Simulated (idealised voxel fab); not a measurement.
Process module heading - voxel fin reveal
Cross-section cut: width 200 nm, square cells of 5 nm.
In this document a cross-section is written as a grid of square cells. It is given as a series of bands, listed from the top down, and a band is one or more rows of cells.
A band entry consists of two parts. The first gives the height of the band's top and the height of its bottom, in nm. The rest lists the band's materials from left to right, each with its width in nm. A single material labelled with the word "all across" fills the band from edge to edge, and the word "air" marks empty space.
Heads up on the height convention: 0 is the point under which the incoming wafer is all one material, and the lowest band has no bottom, it just keeps going down, like "0 nm and below".
A two-number width, for instance "30->40", indicates that the width is equal to the first number in the top row of the band and to the second number in the bottom row, and that it changes by a constant amount per row of cells.
"same as before" after a step means that no cell of the cross-section changed.
"Voids, sealed": sealed empty spaces, 8 cells or more, no open way to top, listed width x height at distance, with distance from the left edge and width, height and distance in nm.
That trailing text on a step's line, after the settings, is the simulator's own remark on the step.
overlay nm, on a step with a mask: how far to the right of its planned place the mask lay; to the left if negative

THIS SECTION LISTS THE PROCESS STEPS THAT WERE PLANNED
1 RECEIVE: material Si
2 CONFORMAL_DEP: material SiN, thk nm 5
3 DIRECTIONAL_DEP: material aC, thk nm 15
4 PATTERN: tone cover, mask id FINS, material resist, width nm 15, pitch nm 35, thk nm 35, overlay nm 0
5 DIRECTIONAL_ETCH: etch materials aC, depth nm 15
6 STRIP: etch materials resist
7 DIRECTIONAL_ETCH: etch materials SiN, depth nm 5
8 DIRECTIONAL_ETCH: etch materials Si, depth nm 35
9 STRIP: etch materials aC
10 OXIDIZE: depth nm 5
11 FILL_DEP: material SiO2, thk nm 10
12 CMP: height nm 5
13 SELECTIVE_ETCH: etch materials SiO2, depth nm 30
14 STRIP: etch materials SiN

CROSS-SECTION: WAFER ON ARRIVAL = AFTER STEP 1
> 0 nm and below = Si all across
> Voids, sealed: none

CROSS-SECTION, FIRST OF TWO WAFERS, END OF MODULE, RUN AS PLANNED
> 0 nm to -25 nm = air 80, then Si 5, then air 30, then Si 5, then air 80
> -25 nm to -40 nm = SiO2 80, then Si 5, then SiO2 30, then Si 5, then SiO2 80
> -40 nm and below = Si all across
> Voids, sealed: none

SECOND WAFER CROSS-SECTION AT END OF MODULE - SHARED START AND PLAN WITH THE FIRST, ONE MISTAKE IN THE RUN
> 0 nm to -35 nm = air 80, then Si 5, then air 30, then Si 5, then air 80
> -35 nm to -40 nm = SiO2 80, then Si 5, then SiO2 30, then Si 5, then SiO2 80
> -40 nm and below = Si all across
> Voids, sealed: none
Processing error: step 13: run off-plan, actual operation and settings SELECTIVE_ETCH: etch materials SiO2, depth nm 40
Cell-count delta at end, second wafer over first, by material: SiO2: 76 fewer
